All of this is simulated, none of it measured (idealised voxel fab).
process module | voxel transistor to metal
cross-section cut | 205 nm wide | cells 5 nm
A cross-section is a grid of square cells, given in bands from the top down. A band is one or more rows of cells.
Each band's line starts with the height of the band's top and of its bottom, in nm. Then come its materials from left to right, each with its width in nm. One material with "throughout" fills the band from edge to edge. "air" is empty space.
Height 0 is the level under which the wafer as received is all one material. The lowest band goes on downwards, as in "0 down".
A width such as "30 to 40" changes by the same amount from each row of cells to the next, from the band's top row to its bottom row.
"no change" after a step means that no cell of the cross-section changed.
closed voids: empty space of 8 cells or more with no open way to the top, each as width x height at its distance from the left edge, in nm
after a step's settings: what the simulator itself notes on the step
overlay nm, on a step with a mask: how far to the right of its planned place the mask lay; to the left if negative
plan
1 op RECEIVE | material Si
2 op CONFORMAL_DEP | material SiO2 | thk nm 5
3 op CONFORMAL_DEP | material SiN | thk nm 15
4 op MASKED_ETCH | tone cover | mask id ACTIVE | width nm 105 | etch materials SiN | depth nm 15 | overlay nm 0
5 op MASKED_ETCH | tone cover | mask id ACTIVE | width nm 105 | etch materials SiO2 | depth nm 5 | overlay nm 0
6 op MASKED_ETCH | tone cover | mask id ACTIVE | width nm 105 | etch materials Si | depth nm 35 | overlay nm 0
7 op FILL_DEP | material SiO2 | thk nm 15
8 op CMP | height nm 20
9 op SELECTIVE_ETCH | etch materials SiO2 | depth nm 5
10 op STRIP | etch materials SiN
11 op SELECTIVE_ETCH | etch materials SiO2 | depth nm 5
12 op OXIDIZE | depth nm 5
13 op DIRECTIONAL_DEP | material polySi | thk nm 20
14 op DIRECTIONAL_DEP | material SiCN | thk nm 15
15 op DIRECTIONAL_DEP | material aC | thk nm 10
16 op PATTERN | tone cover | mask id GATE | material resist | width nm 15 | thk nm 30 | overlay nm 0
17 op DIRECTIONAL_ETCH | etch materials aC | depth nm 10
18 op STRIP | etch materials resist
19 op DIRECTIONAL_ETCH | etch materials SiCN | depth nm 25
20 op DIRECTIONAL_ETCH | etch materials polySi | depth nm 30
21 op STRIP | etch materials aC
22 op CONFORMAL_DEP | material SiO2 | thk nm 5
23 op DIRECTIONAL_ETCH | etch materials SiO2 | depth nm 5
24 op CONFORMAL_DEP | material SiN | thk nm 5
25 op DIRECTIONAL_ETCH | etch materials SiN | depth nm 5
26 op DIRECTIONAL_ETCH | etch materials SiO2 | depth nm 5
27 op DIRECTIONAL_ETCH | etch materials Si | depth nm 15
28 op EPI | material nSi | thk nm 15
29 op FILL_DEP | material SiO2 | thk nm 5
30 op CMP | height nm 35
31 op DIRECTIONAL_DEP | material SiO2 | thk nm 15
32 op DIRECTIONAL_DEP | material aC | thk nm 15
33 op PATTERN | tone open | mask id CONTACT | material resist | width nm 35 | pitch nm 60 | thk nm 30 | overlay nm 0
34 op DIRECTIONAL_ETCH | etch materials aC | depth nm 15
35 op STRIP | etch materials resist
36 op DIRECTIONAL_ETCH | etch materials SiO2 | depth nm 40
37 op STRIP | etch materials aC
38 op CONFORMAL_DEP | material TiN | thk nm 5
39 op FILL_DEP | material Ru | thk nm 10
40 op CMP | height nm 50
41 op DIRECTIONAL_DEP | material TiN | thk nm 5
42 op DIRECTIONAL_DEP | material W | thk nm 15
43 op PATTERN | tone cover | mask id METAL_1 | material resist | width nm 20 | pitch nm 75 | thk nm 15 | overlay nm 0
44 op DIRECTIONAL_ETCH | etch materials W | depth nm 15
45 op DIRECTIONAL_ETCH | etch materials TiN | depth nm 5
46 op STRIP | etch materials resist
47 op FILL_DEP | material lowk | thk nm 5
48 op CMP | height nm 70
49 op CONFORMAL_DEP | material SiN | thk nm 5
first wafer, as planned
as received, after step 1
  0 down: Si throughout
  closed voids: none
after step 2
  5 to 0: SiO2 throughout
  below 0: unchanged
after step 3
  20 to 5: SiN throughout
  below 5: unchanged
after step 4
  20 to 5: air 50 | SiN 105 | air 50
  below 5: unchanged
after step 5
  20 to 5: air 50 | SiN 105 | air 50
  5 to 0: air 50 | SiO2 105 | air 50
  below 0: unchanged
after step 6
  20 to 5: air 50 | SiN 105 | air 50
  5 to 0: air 50 | SiO2 105 | air 50
  0 to -35: air 50 | Si 105 | air 50
  below -35: unchanged
after step 7
  35 to 20: SiO2 throughout
  20 to 5: SiO2 50 | SiN 105 | SiO2 50
  5 to 0: SiO2 throughout
  0 to -35: SiO2 50 | Si 105 | SiO2 50
  below -35: unchanged
after step 8
  20 to 5: SiO2 50 | SiN 105 | SiO2 50
  below 5: unchanged
after step 9
  20 to 15: air 50 | SiN 105 | air 50
  below 15: unchanged
after step 10
  15 to 5: SiO2 50 | air 105 | SiO2 50
  below 5: unchanged
after step 11
  10 to 0: SiO2 45 | air 115 | SiO2 45
  below 0: unchanged
after step 12
  10 to 0: SiO2 45 | air 115 | SiO2 45
  0 to -5: SiO2 throughout
  below -5: unchanged
after step 13
  30 to 20: polySi 45 | air 115 | polySi 45
  20 to 10: polySi throughout
  10 to 0: SiO2 45 | polySi 115 | SiO2 45
  below 0: unchanged
after step 14
  45 to 35: SiCN 45 | air 115 | SiCN 45
  35 to 30: SiCN throughout
  30 to 20: polySi 45 | SiCN 115 | polySi 45
  below 20: unchanged
after step 15
  55 to 45: aC 45 | air 115 | aC 45
  45 to 35: SiCN 45 | aC 115 | SiCN 45
  below 35: unchanged
after step 16
  85 to 55: air 95 | resist 15 | air 95
  55 to 45: aC 45 | air 50 | resist 15 | air 50 | aC 45
  below 45: unchanged
after step 17
  75 to 45: air 95 | resist 15 | air 95
  45 to 35: SiCN 45 | air 50 | aC 15 | air 50 | SiCN 45
  below 35: unchanged
after step 18
  45 to 35: SiCN 45 | air 50 | aC 15 | air 50 | SiCN 45
  below 35: unchanged
after step 19
  45 to 35: air 95 | aC 15 | air 95
  35 to 30: air 95 | SiCN 15 | air 95
  30 to 20: polySi 45 | air 50 | SiCN 15 | air 50 | polySi 45
  below 20: unchanged
after step 20
  45 to 35: air 95 | aC 15 | air 95
  35 to 20: air 95 | SiCN 15 | air 95
  20 to 10: air 95 | polySi 15 | air 95
  10 to 0: SiO2 45 | air 50 | polySi 15 | air 50 | SiO2 45
  below 0: unchanged
after step 21
  35 to 20: air 95 | SiCN 15 | air 95
  below 20: unchanged
after step 22
  40 to 35: air 90 | SiO2 25 | air 90
  35 to 20: air 90 | SiO2 5 | SiCN 15 | SiO2 5 | air 90
  20 to 15: air 90 | SiO2 5 | polySi 15 | SiO2 5 | air 90
  15 to 5: SiO2 50 | air 40 | SiO2 5 | polySi 15 | SiO2 5 | air 40 | SiO2 50
  5 to 0: SiO2 95 | polySi 15 | SiO2 95
  below 0: unchanged
after step 23
  35 to 20: air 90 | SiO2 5 | SiCN 15 | SiO2 5 | air 90
  20 to 10: air 90 | SiO2 5 | polySi 15 | SiO2 5 | air 90
  10 to 0: SiO2 50 | air 40 | SiO2 5 | polySi 15 | SiO2 5 | air 40 | SiO2 50
  below 0: unchanged
after step 24
  40 to 35: air 85 | SiN 35 | air 85
  35 to 20: air 85 | SiN 5 | SiO2 5 | SiCN 15 | SiO2 5 | SiN 5 | air 85
  20 to 15: air 85 | SiN 5 | SiO2 5 | polySi 15 | SiO2 5 | SiN 5 | air 85
  15 to 10: SiN 55 | air 30 | SiN 5 | SiO2 5 | polySi 15 | SiO2 5 | SiN 5 | air 30 | SiN 55
  10 to 5: SiO2 50 | SiN 5 | air 30 | SiN 5 | SiO2 5 | polySi 15 | SiO2 5 | SiN 5 | air 30 | SiN 5 | SiO2 50
  5 to 0: SiO2 50 | SiN 40 | SiO2 5 | polySi 15 | SiO2 5 | SiN 40 | SiO2 50
  below 0: unchanged
after step 25
  35 to 20: air 85 | SiN 5 | SiO2 5 | SiCN 15 | SiO2 5 | SiN 5 | air 85
  20 to 10: air 85 | SiN 5 | SiO2 5 | polySi 15 | SiO2 5 | SiN 5 | air 85
  10 to 0: SiO2 50 | SiN 5 | air 30 | SiN 5 | SiO2 5 | polySi 15 | SiO2 5 | SiN 5 | air 30 | SiN 5 | SiO2 50
  below 0: unchanged
after step 26
  35 to 30: air 85 | SiN 5 | air 5 | SiCN 15 | air 5 | SiN 5 | air 85
  30 to 20: air 85 | SiN 5 | SiO2 5 | SiCN 15 | SiO2 5 | SiN 5 | air 85
  20 to 10: air 85 | SiN 5 | SiO2 5 | polySi 15 | SiO2 5 | SiN 5 | air 85
  10 to 5: air 50 | SiN 5 | air 30 | SiN 5 | SiO2 5 | polySi 15 | SiO2 5 | SiN 5 | air 30 | SiN 5 | air 50
  5 to 0: SiO2 50 | SiN 5 | air 30 | SiN 5 | SiO2 5 | polySi 15 | SiO2 5 | SiN 5 | air 30 | SiN 5 | SiO2 50
  0 to -5: SiO2 55 | air 30 | SiO2 35 | air 30 | SiO2 55
  below -5: unchanged
after step 27
  35 to 30: air 85 | SiN 5 | air 5 | SiCN 15 | air 5 | SiN 5 | air 85
  30 to 20: air 85 | SiN 5 | SiO2 5 | SiCN 15 | SiO2 5 | SiN 5 | air 85
  20 to 10: air 85 | SiN 5 | SiO2 5 | polySi 15 | SiO2 5 | SiN 5 | air 85
  10 to 5: air 50 | SiN 5 | air 30 | SiN 5 | SiO2 5 | polySi 15 | SiO2 5 | SiN 5 | air 30 | SiN 5 | air 50
  5 to 0: SiO2 50 | SiN 5 | air 30 | SiN 5 | SiO2 5 | polySi 15 | SiO2 5 | SiN 5 | air 30 | SiN 5 | SiO2 50
  0 to -5: SiO2 55 | air 30 | SiO2 35 | air 30 | SiO2 55
  -5 to -20: SiO2 50 | Si 5 | air 30 | Si 35 | air 30 | Si 5 | SiO2 50
  below -20: unchanged
after step 28
  35 to 30: air 85 | SiN 5 | air 5 | SiCN 15 | air 5 | SiN 5 | air 85
  30 to 20: air 85 | SiN 5 | SiO2 5 | SiCN 15 | SiO2 5 | SiN 5 | air 85
  20 to 10: air 85 | SiN 5 | SiO2 5 | polySi 15 | SiO2 5 | SiN 5 | air 85
  10 to 5: air 50 | SiN 5 | nSi 30 | SiN 5 | SiO2 5 | polySi 15 | SiO2 5 | SiN 5 | nSi 30 | SiN 5 | air 50
  5 to 0: SiO2 50 | SiN 5 | nSi 30 | SiN 5 | SiO2 5 | polySi 15 | SiO2 5 | SiN 5 | nSi 30 | SiN 5 | SiO2 50
  0 to -5: SiO2 55 | nSi 30 | SiO2 35 | nSi 30 | SiO2 55
  -5 to -20: SiO2 50 | Si 5 | nSi 30 | Si 35 | nSi 30 | Si 5 | SiO2 50
  below -20: unchanged
after step 29
  40 to 35: SiO2 throughout
  35 to 20: SiO2 85 | SiN 5 | SiO2 5 | SiCN 15 | SiO2 5 | SiN 5 | SiO2 85
  20 to 10: SiO2 85 | SiN 5 | SiO2 5 | polySi 15 | SiO2 5 | SiN 5 | SiO2 85
  10 to 0: SiO2 50 | SiN 5 | nSi 30 | SiN 5 | SiO2 5 | polySi 15 | SiO2 5 | SiN 5 | nSi 30 | SiN 5 | SiO2 50
  below 0: unchanged
after step 30
  35 to 20: SiO2 85 | SiN 5 | SiO2 5 | SiCN 15 | SiO2 5 | SiN 5 | SiO2 85
  below 20: unchanged
after step 31
  50 to 35: SiO2 throughout
  below 35: unchanged
after step 32
  65 to 50: aC throughout
  below 50: unchanged
after step 33
  95 to 65: resist 55 | air 35 | resist 25 | air 35 | resist 55
  below 65: unchanged
after step 34
  80 to 65: resist 55 | air 35 | resist 25 | air 35 | resist 55
  65 to 50: aC 55 | air 35 | aC 25 | air 35 | aC 55
  below 50: unchanged
after step 35
  65 to 50: aC 55 | air 35 | aC 25 | air 35 | aC 55
  below 50: unchanged
after step 36
  65 to 50: aC 55 | air 35 | aC 25 | air 35 | aC 55
  50 to 35: SiO2 55 | air 35 | SiO2 25 | air 35 | SiO2 55
  35 to 20: SiO2 55 | air 30 | SiN 5 | SiO2 5 | SiCN 15 | SiO2 5 | SiN 5 | air 30 | SiO2 55
  20 to 10: SiO2 55 | air 30 | SiN 5 | SiO2 5 | polySi 15 | SiO2 5 | SiN 5 | air 30 | SiO2 55
  below 10: unchanged
after step 37
  50 to 35: SiO2 55 | air 35 | SiO2 25 | air 35 | SiO2 55
  below 35: unchanged
after step 38
  55 to 50: TiN 60 | air 25 | TiN 35 | air 25 | TiN 60
  50 to 40: SiO2 55 | TiN 5 | air 25 | TiN 5 | SiO2 25 | TiN 5 | air 25 | TiN 5 | SiO2 55
  40 to 35: SiO2 55 | TiN 5 | air 20 | TiN 10 | SiO2 25 | TiN 10 | air 20 | TiN 5 | SiO2 55
  35 to 20: SiO2 55 | TiN 5 | air 20 | TiN 5 | SiN 5 | SiO2 5 | SiCN 15 | SiO2 5 | SiN 5 | TiN 5 | air 20 | TiN 5 | SiO2 55
  20 to 15: SiO2 55 | TiN 5 | air 20 | TiN 5 | SiN 5 | SiO2 5 | polySi 15 | SiO2 5 | SiN 5 | TiN 5 | air 20 | TiN 5 | SiO2 55
  15 to 10: SiO2 55 | TiN 30 | SiN 5 | SiO2 5 | polySi 15 | SiO2 5 | SiN 5 | TiN 30 | SiO2 55
  below 10: unchanged
after step 39
  65 to 55: Ru throughout
  55 to 50: TiN 60 | Ru 25 | TiN 35 | Ru 25 | TiN 60
  50 to 40: SiO2 55 | TiN 5 | Ru 25 | TiN 5 | SiO2 25 | TiN 5 | Ru 25 | TiN 5 | SiO2 55
  40 to 35: SiO2 55 | TiN 5 | Ru 20 | TiN 10 | SiO2 25 | TiN 10 | Ru 20 | TiN 5 | SiO2 55
  35 to 20: SiO2 55 | TiN 5 | Ru 20 | TiN 5 | SiN 5 | SiO2 5 | SiCN 15 | SiO2 5 | SiN 5 | TiN 5 | Ru 20 | TiN 5 | SiO2 55
  20 to 15: SiO2 55 | TiN 5 | Ru 20 | TiN 5 | SiN 5 | SiO2 5 | polySi 15 | SiO2 5 | SiN 5 | TiN 5 | Ru 20 | TiN 5 | SiO2 55
  below 15: unchanged
after step 40
  50 to 40: SiO2 55 | TiN 5 | Ru 25 | TiN 5 | SiO2 25 | TiN 5 | Ru 25 | TiN 5 | SiO2 55
  below 40: unchanged
after step 41
  55 to 50: TiN throughout
  below 50: unchanged
after step 42
  70 to 55: W throughout
  below 55: unchanged
after step 43
  85 to 70: air 55 | resist 20 | air 55 | resist 20 | air 55
  below 70: unchanged
after step 44
  85 to 70: air 55 | resist 20 | air 55 | resist 20 | air 55
  70 to 55: air 55 | W 20 | air 55 | W 20 | air 55
  below 55: unchanged
after step 45
  85 to 70: air 55 | resist 20 | air 55 | resist 20 | air 55
  70 to 55: air 55 | W 20 | air 55 | W 20 | air 55
  55 to 50: air 55 | TiN 20 | air 55 | TiN 20 | air 55
  below 50: unchanged
after step 46
  70 to 55: air 55 | W 20 | air 55 | W 20 | air 55
  below 55: unchanged
after step 47
  75 to 70: lowk throughout
  70 to 55: lowk 55 | W 20 | lowk 55 | W 20 | lowk 55
  55 to 50: lowk 55 | TiN 20 | lowk 55 | TiN 20 | lowk 55
  below 50: unchanged
after step 48
  70 to 55: lowk 55 | W 20 | lowk 55 | W 20 | lowk 55
  below 55: unchanged
after step 49
  75 to 70: SiN throughout
  below 70: unchanged
second wafer: like start, like plan, one mistake. Through step 3 it matches the first wafer
when step 4 should have ended
  20 to 5: air 55 | SiN 105 | air 45
  below 5: unchanged
when step 5 should have ended
  20 to 5: air 55 | SiN 105 | air 45
  5 to 0: air 50 | SiO2 110 | air 45
  below 0: unchanged
when step 6 should have ended
  20 to 5: air 55 | SiN 105 | air 45
  5 to 0: air 50 | SiO2 110 | air 45
  0 to -35: air 50 | Si 110 | air 45
  below -35: unchanged
when step 7 should have ended
  35 to 20: SiO2 throughout
  20 to 5: SiO2 55 | SiN 105 | SiO2 45
  5 to 0: SiO2 throughout
  0 to -35: SiO2 50 | Si 110 | SiO2 45
  below -35: unchanged
when step 8 should have ended
  20 to 5: SiO2 55 | SiN 105 | SiO2 45
  below 5: unchanged
when step 9 should have ended
  20 to 15: air 55 | SiN 105 | air 45
  below 15: unchanged
when step 10 should have ended
  15 to 5: SiO2 55 | air 105 | SiO2 45
  below 5: unchanged
when step 11 should have ended
  10 to 0: SiO2 50 | air 115 | SiO2 40
  below 0: unchanged
when step 12 should have ended
  10 to 0: SiO2 50 | air 115 | SiO2 40
  0 to -5: SiO2 throughout
  below -5: unchanged
when step 13 should have ended
  30 to 20: polySi 50 | air 115 | polySi 40
  20 to 10: polySi throughout
  10 to 0: SiO2 50 | polySi 115 | SiO2 40
  below 0: unchanged
when step 14 should have ended
  45 to 35: SiCN 50 | air 115 | SiCN 40
  35 to 30: SiCN throughout
  30 to 20: polySi 50 | SiCN 115 | polySi 40
  below 20: unchanged
when step 15 should have ended
  55 to 45: aC 50 | air 115 | aC 40
  45 to 35: SiCN 50 | aC 115 | SiCN 40
  below 35: unchanged
when step 16 should have ended
  85 to 55: air 95 | resist 15 | air 95
  55 to 45: aC 50 | air 45 | resist 15 | air 55 | aC 40
  below 45: unchanged
when step 17 should have ended
  75 to 45: air 95 | resist 15 | air 95
  45 to 35: SiCN 50 | air 45 | aC 15 | air 55 | SiCN 40
  below 35: unchanged
when step 18 should have ended
  45 to 35: SiCN 50 | air 45 | aC 15 | air 55 | SiCN 40
  below 35: unchanged
when step 19 should have ended
  45 to 35: air 95 | aC 15 | air 95
  35 to 30: air 95 | SiCN 15 | air 95
  30 to 20: polySi 50 | air 45 | SiCN 15 | air 55 | polySi 40
  below 20: unchanged
when step 20 should have ended
  45 to 35: air 95 | aC 15 | air 95
  35 to 20: air 95 | SiCN 15 | air 95
  20 to 10: air 95 | polySi 15 | air 95
  10 to 0: SiO2 50 | air 45 | polySi 15 | air 55 | SiO2 40
  below 0: unchanged
when step 21 should have ended
  35 to 20: air 95 | SiCN 15 | air 95
  below 20: unchanged
when step 22 should have ended
  40 to 35: air 90 | SiO2 25 | air 90
  35 to 20: air 90 | SiO2 5 | SiCN 15 | SiO2 5 | air 90
  20 to 15: air 90 | SiO2 5 | polySi 15 | SiO2 5 | air 90
  15 to 5: SiO2 55 | air 35 | SiO2 5 | polySi 15 | SiO2 5 | air 45 | SiO2 45
  5 to 0: SiO2 95 | polySi 15 | SiO2 95
  below 0: unchanged
when step 23 should have ended
  35 to 20: air 90 | SiO2 5 | SiCN 15 | SiO2 5 | air 90
  20 to 10: air 90 | SiO2 5 | polySi 15 | SiO2 5 | air 90
  10 to 0: SiO2 55 | air 35 | SiO2 5 | polySi 15 | SiO2 5 | air 45 | SiO2 45
  below 0: unchanged
when step 24 should have ended
  40 to 35: air 85 | SiN 35 | air 85
  35 to 20: air 85 | SiN 5 | SiO2 5 | SiCN 15 | SiO2 5 | SiN 5 | air 85
  20 to 15: air 85 | SiN 5 | SiO2 5 | polySi 15 | SiO2 5 | SiN 5 | air 85
  15 to 10: SiN 60 | air 25 | SiN 5 | SiO2 5 | polySi 15 | SiO2 5 | SiN 5 | air 35 | SiN 50
  10 to 5: SiO2 55 | SiN 5 | air 25 | SiN 5 | SiO2 5 | polySi 15 | SiO2 5 | SiN 5 | air 35 | SiN 5 | SiO2 45
  5 to 0: SiO2 55 | SiN 35 | SiO2 5 | polySi 15 | SiO2 5 | SiN 45 | SiO2 45
  below 0: unchanged
when step 25 should have ended
  35 to 20: air 85 | SiN 5 | SiO2 5 | SiCN 15 | SiO2 5 | SiN 5 | air 85
  20 to 10: air 85 | SiN 5 | SiO2 5 | polySi 15 | SiO2 5 | SiN 5 | air 85
  10 to 0: SiO2 55 | SiN 5 | air 25 | SiN 5 | SiO2 5 | polySi 15 | SiO2 5 | SiN 5 | air 35 | SiN 5 | SiO2 45
  below 0: unchanged
when step 26 should have ended
  35 to 30: air 85 | SiN 5 | air 5 | SiCN 15 | air 5 | SiN 5 | air 85
  30 to 20: air 85 | SiN 5 | SiO2 5 | SiCN 15 | SiO2 5 | SiN 5 | air 85
  20 to 10: air 85 | SiN 5 | SiO2 5 | polySi 15 | SiO2 5 | SiN 5 | air 85
  10 to 5: air 55 | SiN 5 | air 25 | SiN 5 | SiO2 5 | polySi 15 | SiO2 5 | SiN 5 | air 35 | SiN 5 | air 45
  5 to 0: SiO2 55 | SiN 5 | air 25 | SiN 5 | SiO2 5 | polySi 15 | SiO2 5 | SiN 5 | air 35 | SiN 5 | SiO2 45
  0 to -5: SiO2 60 | air 25 | SiO2 35 | air 35 | SiO2 50
  below -5: unchanged
when step 27 should have ended
  35 to 30: air 85 | SiN 5 | air 5 | SiCN 15 | air 5 | SiN 5 | air 85
  30 to 20: air 85 | SiN 5 | SiO2 5 | SiCN 15 | SiO2 5 | SiN 5 | air 85
  20 to 10: air 85 | SiN 5 | SiO2 5 | polySi 15 | SiO2 5 | SiN 5 | air 85
  10 to 5: air 55 | SiN 5 | air 25 | SiN 5 | SiO2 5 | polySi 15 | SiO2 5 | SiN 5 | air 35 | SiN 5 | air 45
  5 to 0: SiO2 55 | SiN 5 | air 25 | SiN 5 | SiO2 5 | polySi 15 | SiO2 5 | SiN 5 | air 35 | SiN 5 | SiO2 45
  0 to -5: SiO2 60 | air 25 | SiO2 35 | air 35 | SiO2 50
  -5 to -20: SiO2 50 | Si 10 | air 25 | Si 35 | air 35 | Si 5 | SiO2 45
  below -20: unchanged
when step 28 should have ended
  35 to 30: air 85 | SiN 5 | air 5 | SiCN 15 | air 5 | SiN 5 | air 85
  30 to 20: air 85 | SiN 5 | SiO2 5 | SiCN 15 | SiO2 5 | SiN 5 | air 85
  20 to 10: air 85 | SiN 5 | SiO2 5 | polySi 15 | SiO2 5 | SiN 5 | air 85
  10 to 5: air 55 | SiN 5 | nSi 25 | SiN 5 | SiO2 5 | polySi 15 | SiO2 5 | SiN 5 | nSi 15 | air 5 | nSi 15 | SiN 5 | air 45
  5 to 0: SiO2 55 | SiN 5 | nSi 25 | SiN 5 | SiO2 5 | polySi 15 | SiO2 5 | SiN 5 | nSi 15 | air 5 | nSi 15 | SiN 5 | SiO2 45
  0 to -5: SiO2 60 | nSi 25 | SiO2 35 | nSi 15 | air 5 | nSi 15 | SiO2 50
  -5 to -20: SiO2 50 | Si 10 | nSi 25 | Si 35 | nSi 35 | Si 5 | SiO2 45
  below -20: unchanged
when step 29 should have ended
  40 to 35: SiO2 throughout
  35 to 20: SiO2 85 | SiN 5 | SiO2 5 | SiCN 15 | SiO2 5 | SiN 5 | SiO2 85
  20 to 10: SiO2 85 | SiN 5 | SiO2 5 | polySi 15 | SiO2 5 | SiN 5 | SiO2 85
  10 to 0: SiO2 55 | SiN 5 | nSi 25 | SiN 5 | SiO2 5 | polySi 15 | SiO2 5 | SiN 5 | nSi 15 | SiO2 5 | nSi 15 | SiN 5 | SiO2 45
  0 to -5: SiO2 60 | nSi 25 | SiO2 35 | nSi 15 | SiO2 5 | nSi 15 | SiO2 50
  below -5: unchanged
when step 30 should have ended
  35 to 20: SiO2 85 | SiN 5 | SiO2 5 | SiCN 15 | SiO2 5 | SiN 5 | SiO2 85
  below 20: unchanged
when step 31 should have ended
  50 to 35: SiO2 throughout
  below 35: unchanged
when step 32 should have ended
  65 to 50: aC throughout
  below 50: unchanged
when step 33 should have ended
  95 to 65: resist 55 | air 35 | resist 25 | air 35 | resist 55
  below 65: unchanged
when step 34 should have ended
  80 to 65: resist 55 | air 35 | resist 25 | air 35 | resist 55
  65 to 50: aC 55 | air 35 | aC 25 | air 35 | aC 55
  below 50: unchanged
when step 35 should have ended
  65 to 50: aC 55 | air 35 | aC 25 | air 35 | aC 55
  below 50: unchanged
when step 36 should have ended
  65 to 50: aC 55 | air 35 | aC 25 | air 35 | aC 55
  50 to 35: SiO2 55 | air 35 | SiO2 25 | air 35 | SiO2 55
  35 to 20: SiO2 55 | air 30 | SiN 5 | SiO2 5 | SiCN 15 | SiO2 5 | SiN 5 | air 30 | SiO2 55
  20 to 10: SiO2 55 | air 30 | SiN 5 | SiO2 5 | polySi 15 | SiO2 5 | SiN 5 | air 30 | SiO2 55
  below 10: unchanged
when step 37 should have ended
  50 to 35: SiO2 55 | air 35 | SiO2 25 | air 35 | SiO2 55
  below 35: unchanged
when step 38 should have ended
  55 to 50: TiN 60 | air 25 | TiN 35 | air 25 | TiN 60
  50 to 40: SiO2 55 | TiN 5 | air 25 | TiN 5 | SiO2 25 | TiN 5 | air 25 | TiN 5 | SiO2 55
  40 to 35: SiO2 55 | TiN 5 | air 20 | TiN 10 | SiO2 25 | TiN 10 | air 20 | TiN 5 | SiO2 55
  35 to 20: SiO2 55 | TiN 5 | air 20 | TiN 5 | SiN 5 | SiO2 5 | SiCN 15 | SiO2 5 | SiN 5 | TiN 5 | air 20 | TiN 5 | SiO2 55
  20 to 15: SiO2 55 | TiN 5 | air 20 | TiN 5 | SiN 5 | SiO2 5 | polySi 15 | SiO2 5 | SiN 5 | TiN 5 | air 20 | TiN 5 | SiO2 55
  15 to 10: SiO2 55 | TiN 30 | SiN 5 | SiO2 5 | polySi 15 | SiO2 5 | SiN 5 | TiN 30 | SiO2 55
  below 10: unchanged
when step 39 should have ended
  65 to 55: Ru throughout
  55 to 50: TiN 60 | Ru 25 | TiN 35 | Ru 25 | TiN 60
  50 to 40: SiO2 55 | TiN 5 | Ru 25 | TiN 5 | SiO2 25 | TiN 5 | Ru 25 | TiN 5 | SiO2 55
  40 to 35: SiO2 55 | TiN 5 | Ru 20 | TiN 10 | SiO2 25 | TiN 10 | Ru 20 | TiN 5 | SiO2 55
  35 to 20: SiO2 55 | TiN 5 | Ru 20 | TiN 5 | SiN 5 | SiO2 5 | SiCN 15 | SiO2 5 | SiN 5 | TiN 5 | Ru 20 | TiN 5 | SiO2 55
  20 to 15: SiO2 55 | TiN 5 | Ru 20 | TiN 5 | SiN 5 | SiO2 5 | polySi 15 | SiO2 5 | SiN 5 | TiN 5 | Ru 20 | TiN 5 | SiO2 55
  below 15: unchanged
when step 40 should have ended
  50 to 40: SiO2 55 | TiN 5 | Ru 25 | TiN 5 | SiO2 25 | TiN 5 | Ru 25 | TiN 5 | SiO2 55
  below 40: unchanged
when step 41 should have ended
  55 to 50: TiN throughout
  below 50: unchanged
when step 42 should have ended
  70 to 55: W throughout
  below 55: unchanged
when step 43 should have ended
  85 to 70: air 55 | resist 20 | air 55 | resist 20 | air 55
  below 70: unchanged
when step 44 should have ended
  85 to 70: air 55 | resist 20 | air 55 | resist 20 | air 55
  70 to 55: air 55 | W 20 | air 55 | W 20 | air 55
  below 55: unchanged
when step 45 should have ended
  85 to 70: air 55 | resist 20 | air 55 | resist 20 | air 55
  70 to 55: air 55 | W 20 | air 55 | W 20 | air 55
  55 to 50: air 55 | TiN 20 | air 55 | TiN 20 | air 55
  below 50: unchanged
when step 46 should have ended
  70 to 55: air 55 | W 20 | air 55 | W 20 | air 55
  below 55: unchanged
when step 47 should have ended
  75 to 70: lowk throughout
  70 to 55: lowk 55 | W 20 | lowk 55 | W 20 | lowk 55
  55 to 50: lowk 55 | TiN 20 | lowk 55 | TiN 20 | lowk 55
  below 50: unchanged
when step 48 should have ended
  70 to 55: lowk 55 | W 20 | lowk 55 | W 20 | lowk 55
  below 55: unchanged
when step 49 should have ended
  75 to 70: SiN throughout
  below 70: unchanged
what went wrong: step 4 ran as: op MASKED_ETCH | tone cover | mask id ACTIVE | width nm 105 | etch materials SiN | depth nm 15 | overlay nm 5
at the end the second wafer has, in cells: 6 more of Si | 3 fewer of SiO2 | 3 fewer of nSi
